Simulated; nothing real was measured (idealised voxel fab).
The document below concerns the process module designated voxel self aligned vias.
FYI the section here is cut, 185 nm wide, cells are 5 nm squares.
Format of a cross-section: grid, square cells. Given as bands. Order: top down. Band: one or more rows of cells. Quick guide to a band line: top height, bottom height (nm) up front; then every material left to right with its width in nm. Only one material and it's marked "throughout"? Then it fills the band edge to edge. And "blank" just means empty space. A quick word on heights: they are counted from 0, and under that level the wafer as it came to us is one material throughout. The lowest band is different from the rest in having no bottom; it simply continues downward, written as in "from 0 down". Note: "30->40" means the width goes from the first number (top row of the band) to the second number (bottom row) in equal steps per row of cells. "everything unchanged" for a step: no cell of the cross-section changed in that step. In the "Closed void list" entry, you get each enclosed empty space of 8 cells or more, one with no open way to the top, written width x height at distance, distance from the left edge, in nm. Past the settings on a step's line: simulator remark, on that step. overlay nm: mask right of planned place by this much (step with mask). Neg. = left.

Process steps - plan
- 1: RECEIVE,material Si
- 2: CONFORMAL_DEP,material SiO2,thk nm 15
- 3: CONFORMAL_DEP,material SiCN,thk nm 5
- 4: DIRECTIONAL_DEP,material lowk,thk nm 30
- 5: DIRECTIONAL_DEP,material aC,thk nm 10
- 6: PATTERN,tone open,mask id LINES,material resist,width nm 25,pitch nm 55,thk nm 30,overlay nm 0
- 7: DIRECTIONAL_ETCH,etch materials aC,depth nm 10
- 8: STRIP,etch materials resist
- 9: DIRECTIONAL_ETCH,etch materials lowk,depth nm 30
- 10: STRIP,etch materials aC
- 11: CONFORMAL_DEP,material TiN,thk nm 5
- 12: FILL_DEP,material Ru,thk nm 5
- 13: CMP,height nm 50
- 14: SELECTIVE_ETCH,etch materials W Ru TiN,depth nm 5
- 15: FILL_DEP,material SiN,thk nm 10
- 16: CMP,height nm 50
- 17: DIRECTIONAL_DEP,material lowk,thk nm 15
- 18: PATTERN,tone open,mask id VIAS,material resist,width nm 35,pitch nm 55,thk nm 15,overlay nm 0
- 19: DIRECTIONAL_ETCH,etch materials lowk,depth nm 15
- 20: DIRECTIONAL_ETCH,etch materials SiN,depth nm 5
- 21: STRIP,etch materials resist
- 22: CONFORMAL_DEP,material TiN,thk nm 5
- 23: FILL_DEP,material W,thk nm 10
- 24: CMP,height nm 65
- 25: CONFORMAL_DEP,material SiCN,thk nm 5

Wafer, first of two, run as planned

Cross-sectional view of the wafer in its as-received condition, corresponding to the state after step 1
    from 0 down: Si throughout
    Closed void list: none

State of the wafer after step 2, shown in cross-section
    from 15 to 0: SiO2 throughout
    Note: structure below 0 unchanged.

State of the wafer after step 3, shown in cross-section
    from 20 to 15: SiCN throughout
    Note: structure below 15 unchanged.

State of the wafer after step 4, shown in cross-section
    from 50 to 20: lowk throughout
    Note: structure below 20 unchanged.

State of the wafer after step 5, shown in cross-section
    from 60 to 50: aC throughout
    Note: structure below 50 unchanged.

State of the wafer after step 6, shown in cross-section
    from 90 to 60: resist: 25 / blank: 25 / resist: 30 / blank: 25 / resist: 30 / blank: 25 / resist: 25
    Note: structure below 60 unchanged.

State of the wafer after step 7, shown in cross-section
    from 80 to 60: resist: 25 / blank: 25 / resist: 30 / blank: 25 / resist: 30 / blank: 25 / resist: 25
    from 60 to 50: aC: 25 / blank: 25 / aC: 30 / blank: 25 / aC: 30 / blank: 25 / aC: 25
    Note: structure below 50 unchanged.

State of the wafer after step 8, shown in cross-section
    from 60 to 50: aC: 25 / blank: 25 / aC: 30 / blank: 25 / aC: 30 / blank: 25 / aC: 25
    Note: structure below 50 unchanged.

State of the wafer after step 9, shown in cross-section
    from 60 to 50: aC: 25 / blank: 25 / aC: 30 / blank: 25 / aC: 30 / blank: 25 / aC: 25
    from 50 to 20: lowk: 25 / blank: 25 / lowk: 30 / blank: 25 / lowk: 30 / blank: 25 / lowk: 25
    Note: structure below 20 unchanged.

State of the wafer after step 10, shown in cross-section
    from 50 to 20: lowk: 25 / blank: 25 / lowk: 30 / blank: 25 / lowk: 30 / blank: 25 / lowk: 25
    Note: structure below 20 unchanged.

State of the wafer after step 11, shown in cross-section
    from 55 to 50: TiN: 30 / blank: 15 / TiN: 40 / blank: 15 / TiN: 40 / blank: 15 / TiN: 30
    from 50 to 25: lowk: 25 / TiN: 5 / blank: 15 / TiN: 5 / lowk: 30 / TiN: 5 / blank: 15 / TiN: 5 / lowk: 30 / TiN: 5 / blank: 15 / TiN: 5 / lowk: 25
    from 25 to 20: lowk: 25 / TiN: 25 / lowk: 30 / TiN: 25 / lowk: 30 / TiN: 25 / lowk: 25
    Note: structure below 20 unchanged.

State of the wafer after step 12, shown in cross-section
    from 60 to 55: Ru throughout
    from 55 to 50: TiN: 30 / Ru: 15 / TiN: 40 / Ru: 15 / TiN: 40 / Ru: 15 / TiN: 30
    from 50 to 25: lowk: 25 / TiN: 5 / Ru: 15 / TiN: 5 / lowk: 30 / TiN: 5 / Ru: 15 / TiN: 5 / lowk: 30 / TiN: 5 / Ru: 15 / TiN: 5 / lowk: 25
    Note: structure below 25 unchanged.

State of the wafer after step 13, shown in cross-section
    from 50 to 25: lowk: 25 / TiN: 5 / Ru: 15 / TiN: 5 / lowk: 30 / TiN: 5 / Ru: 15 / TiN: 5 / lowk: 30 / TiN: 5 / Ru: 15 / TiN: 5 / lowk: 25
    Note: structure below 25 unchanged.

State of the wafer after step 14, shown in cross-section
    from 50 to 45: lowk: 25 / blank: 25 / lowk: 30 / blank: 25 / lowk: 30 / blank: 25 / lowk: 25
    Note: structure below 45 unchanged.

State of the wafer after step 15, shown in cross-section
    from 60 to 50: SiN throughout
    from 50 to 45: lowk: 25 / SiN: 25 / lowk: 30 / SiN: 25 / lowk: 30 / SiN: 25 / lowk: 25
    Note: structure below 45 unchanged.

State of the wafer after step 16, shown in cross-section
    from 50 to 45: lowk: 25 / SiN: 25 / lowk: 30 / SiN: 25 / lowk: 30 / SiN: 25 / lowk: 25
    Note: structure below 45 unchanged.

State of the wafer after step 17, shown in cross-section
    from 65 to 50: lowk throughout
    Note: structure below 50 unchanged.

State of the wafer after step 18, shown in cross-section
    from 80 to 65: resist: 20 / blank: 35 / resist: 20 / blank: 35 / resist: 20 / blank: 35 / resist: 20
    Note: structure below 65 unchanged.

State of the wafer after step 19, shown in cross-section
    from 80 to 65: resist: 20 / blank: 35 / resist: 20 / blank: 35 / resist: 20 / blank: 35 / resist: 20
    from 65 to 50: lowk: 20 / blank: 35 / lowk: 20 / blank: 35 / lowk: 20 / blank: 35 / lowk: 20
    Note: structure below 50 unchanged.

State of the wafer after step 20, shown in cross-section
    from 80 to 65: resist: 20 / blank: 35 / resist: 20 / blank: 35 / resist: 20 / blank: 35 / resist: 20
    from 65 to 50: lowk: 20 / blank: 35 / lowk: 20 / blank: 35 / lowk: 20 / blank: 35 / lowk: 20
    from 50 to 45: lowk: 25 / blank: 25 / lowk: 30 / blank: 25 / lowk: 30 / blank: 25 / lowk: 25
    Note: structure below 45 unchanged.

State of the wafer after step 21, shown in cross-section
    from 65 to 50: lowk: 20 / blank: 35 / lowk: 20 / blank: 35 / lowk: 20 / blank: 35 / lowk: 20
    Note: structure below 50 unchanged.

State of the wafer after step 22, shown in cross-section
    from 70 to 65: TiN: 25 / blank: 25 / TiN: 30 / blank: 25 / TiN: 30 / blank: 25 / TiN: 25
    from 65 to 55: lowk: 20 / TiN: 5 / blank: 25 / TiN: 5 / lowk: 20 / TiN: 5 / blank: 25 / TiN: 5 / lowk: 20 / TiN: 5 / blank: 25 / TiN: 5 / lowk: 20
    from 55 to 50: lowk: 20 / TiN: 10 / blank: 15 / TiN: 10 / lowk: 20 / TiN: 10 / blank: 15 / TiN: 10 / lowk: 20 / TiN: 10 / blank: 15 / TiN: 10 / lowk: 20
    from 50 to 45: lowk: 25 / TiN: 25 / lowk: 30 / TiN: 25 / lowk: 30 / TiN: 25 / lowk: 25
    Note: structure below 45 unchanged.

State of the wafer after step 23, shown in cross-section
    from 80 to 70: W throughout
    from 70 to 65: TiN: 25 / W: 25 / TiN: 30 / W: 25 / TiN: 30 / W: 25 / TiN: 25
    from 65 to 55: lowk: 20 / TiN: 5 / W: 25 / TiN: 5 / lowk: 20 / TiN: 5 / W: 25 / TiN: 5 / lowk: 20 / TiN: 5 / W: 25 / TiN: 5 / lowk: 20
    from 55 to 50: lowk: 20 / TiN: 10 / W: 15 / TiN: 10 / lowk: 20 / TiN: 10 / W: 15 / TiN: 10 / lowk: 20 / TiN: 10 / W: 15 / TiN: 10 / lowk: 20
    Note: structure below 50 unchanged.

State of the wafer after step 24, shown in cross-section
    from 65 to 55: lowk: 20 / TiN: 5 / W: 25 / TiN: 5 / lowk: 20 / TiN: 5 / W: 25 / TiN: 5 / lowk: 20 / TiN: 5 / W: 25 / TiN: 5 / lowk: 20
    Note: structure below 55 unchanged.

State of the wafer after step 25, shown in cross-section
    from 70 to 65: SiCN throughout
    Note: structure below 65 unchanged.

It is to be noted that the second wafer proceeded from the same initial state and according to the same plan as the first, although one mistake was committed in its execution; through step 5, inclusive, the two wafers share an identical history

Cross-section, second wafer, at the end time the plan gives for step 6
    from 90 to 60: resist: 25 / blank: 30 / resist: 25 / blank: 30 / resist: 25 / blank: 30 / resist: 20
    Note: structure below 60 unchanged.

Cross-section, second wafer, at the end time the plan gives for step 7
    from 80 to 60: resist: 25 / blank: 30 / resist: 25 / blank: 30 / resist: 25 / blank: 30 / resist: 20
    from 60 to 50: aC: 25 / blank: 30 / aC: 25 / blank: 30 / aC: 25 / blank: 30 / aC: 20
    Note: structure below 50 unchanged.

Cross-section, second wafer, at the end time the plan gives for step 8
    from 60 to 50: aC: 25 / blank: 30 / aC: 25 / blank: 30 / aC: 25 / blank: 30 / aC: 20
    Note: structure below 50 unchanged.

Cross-section, second wafer, at the end time the plan gives for step 9
    from 60 to 50: aC: 25 / blank: 30 / aC: 25 / blank: 30 / aC: 25 / blank: 30 / aC: 20
    from 50 to 20: lowk: 25 / blank: 30 / lowk: 25 / blank: 30 / lowk: 25 / blank: 30 / lowk: 20
    Note: structure below 20 unchanged.

Cross-section, second wafer, at the end time the plan gives for step 10
    from 50 to 20: lowk: 25 / blank: 30 / lowk: 25 / blank: 30 / lowk: 25 / blank: 30 / lowk: 20
    Note: structure below 20 unchanged.

Cross-section, second wafer, at the end time the plan gives for step 11
    from 55 to 50: TiN: 30 / blank: 20 / TiN: 35 / blank: 20 / TiN: 35 / blank: 20 / TiN: 25
    from 50 to 25: lowk: 25 / TiN: 5 / blank: 20 / TiN: 5 / lowk: 25 / TiN: 5 / blank: 20 / TiN: 5 / lowk: 25 / TiN: 5 / blank: 20 / TiN: 5 / lowk: 20
    from 25 to 20: lowk: 25 / TiN: 30 / lowk: 25 / TiN: 30 / lowk: 25 / TiN: 30 / lowk: 20
    Note: structure below 20 unchanged.

Cross-section, second wafer, at the end time the plan gives for step 12
    from 60 to 55: Ru throughout
    from 55 to 50: TiN: 30 / Ru: 20 / TiN: 35 / Ru: 20 / TiN: 35 / Ru: 20 / TiN: 25
    from 50 to 25: lowk: 25 / TiN: 5 / Ru: 20 / TiN: 5 / lowk: 25 / TiN: 5 / Ru: 20 / TiN: 5 / lowk: 25 / TiN: 5 / Ru: 20 / TiN: 5 / lowk: 20
    Note: structure below 25 unchanged.

Cross-section, second wafer, at the end time the plan gives for step 13
    from 50 to 25: lowk: 25 / TiN: 5 / Ru: 20 / TiN: 5 / lowk: 25 / TiN: 5 / Ru: 20 / TiN: 5 / lowk: 25 / TiN: 5 / Ru: 20 / TiN: 5 / lowk: 20
    Note: structure below 25 unchanged.

Cross-section, second wafer, at the end time the plan gives for step 14
    from 50 to 45: lowk: 25 / blank: 30 / lowk: 25 / blank: 30 / lowk: 25 / blank: 30 / lowk: 20
    Note: structure below 45 unchanged.

Cross-section, second wafer, at the end time the plan gives for step 15
    from 60 to 50: SiN throughout
    from 50 to 45: lowk: 25 / SiN: 30 / lowk: 25 / SiN: 30 / lowk: 25 / SiN: 30 / lowk: 20
    Note: structure below 45 unchanged.

Cross-section, second wafer, at the end time the plan gives for step 16
    from 50 to 45: lowk: 25 / SiN: 30 / lowk: 25 / SiN: 30 / lowk: 25 / SiN: 30 / lowk: 20
    Note: structure below 45 unchanged.

Cross-section, second wafer, at the end time the plan gives for step 17
    from 65 to 50: lowk throughout
    Note: structure below 50 unchanged.

Cross-section, second wafer, at the end time the plan gives for step 18
    from 80 to 65: resist: 20 / blank: 35 / resist: 20 / blank: 35 / resist: 20 / blank: 35 / resist: 20
    Note: structure below 65 unchanged.

Cross-section, second wafer, at the end time the plan gives for step 19
    from 80 to 65: resist: 20 / blank: 35 / resist: 20 / blank: 35 / resist: 20 / blank: 35 / resist: 20
    from 65 to 50: lowk: 20 / blank: 35 / lowk: 20 / blank: 35 / lowk: 20 / blank: 35 / lowk: 20
    Note: structure below 50 unchanged.

Cross-section, second wafer, at the end time the plan gives for step 20
    from 80 to 65: resist: 20 / blank: 35 / resist: 20 / blank: 35 / resist: 20 / blank: 35 / resist: 20
    from 65 to 50: lowk: 20 / blank: 35 / lowk: 20 / blank: 35 / lowk: 20 / blank: 35 / lowk: 20
    from 50 to 45: lowk: 25 / blank: 30 / lowk: 25 / blank: 30 / lowk: 25 / blank: 30 / lowk: 20
    Note: structure below 45 unchanged.

Cross-section, second wafer, at the end time the plan gives for step 21
    from 65 to 50: lowk: 20 / blank: 35 / lowk: 20 / blank: 35 / lowk: 20 / blank: 35 / lowk: 20
    Note: structure below 50 unchanged.

Cross-section, second wafer, at the end time the plan gives for step 22
    from 70 to 65: TiN: 25 / blank: 25 / TiN: 30 / blank: 25 / TiN: 30 / blank: 25 / TiN: 25
    from 65 to 55: lowk: 20 / TiN: 5 / blank: 25 / TiN: 5 / lowk: 20 / TiN: 5 / blank: 25 / TiN: 5 / lowk: 20 / TiN: 5 / blank: 25 / TiN: 5 / lowk: 20
    from 55 to 50: lowk: 20 / TiN: 10 / blank: 20 / TiN: 5 / lowk: 20 / TiN: 10 / blank: 20 / TiN: 5 / lowk: 20 / TiN: 10 / blank: 20 / TiN: 5 / lowk: 20
    from 50 to 45: lowk: 25 / TiN: 30 / lowk: 25 / TiN: 30 / lowk: 25 / TiN: 30 / lowk: 20
    Note: structure below 45 unchanged.

Cross-section, second wafer, at the end time the plan gives for step 23
    from 80 to 70: W throughout
    from 70 to 65: TiN: 25 / W: 25 / TiN: 30 / W: 25 / TiN: 30 / W: 25 / TiN: 25
    from 65 to 55: lowk: 20 / TiN: 5 / W: 25 / TiN: 5 / lowk: 20 / TiN: 5 / W: 25 / TiN: 5 / lowk: 20 / TiN: 5 / W: 25 / TiN: 5 / lowk: 20
    from 55 to 50: lowk: 20 / TiN: 10 / W: 20 / TiN: 5 / lowk: 20 / TiN: 10 / W: 20 / TiN: 5 / lowk: 20 / TiN: 10 / W: 20 / TiN: 5 / lowk: 20
    Note: structure below 50 unchanged.

Cross-section, second wafer, at the end time the plan gives for step 24
    from 65 to 55: lowk: 20 / TiN: 5 / W: 25 / TiN: 5 / lowk: 20 / TiN: 5 / W: 25 / TiN: 5 / lowk: 20 / TiN: 5 / W: 25 / TiN: 5 / lowk: 20
    Note: structure below 55 unchanged.

Cross-section, second wafer, at the end time the plan gives for step 25
    from 70 to 65: SiCN throughout
    Note: structure below 65 unchanged.
What was done differently from what was planned? in deviation from the planned setting, step 6 was conducted as PATTERN,tone open,mask id LINES,material resist,width nm 30,pitch nm 55,thk nm 30,overlay nm 0
The closing comparison, in cells, has the second wafer with more or fewer of some materials than the first: +12 Ru, +3 TiN, +3 W, -18 lowk
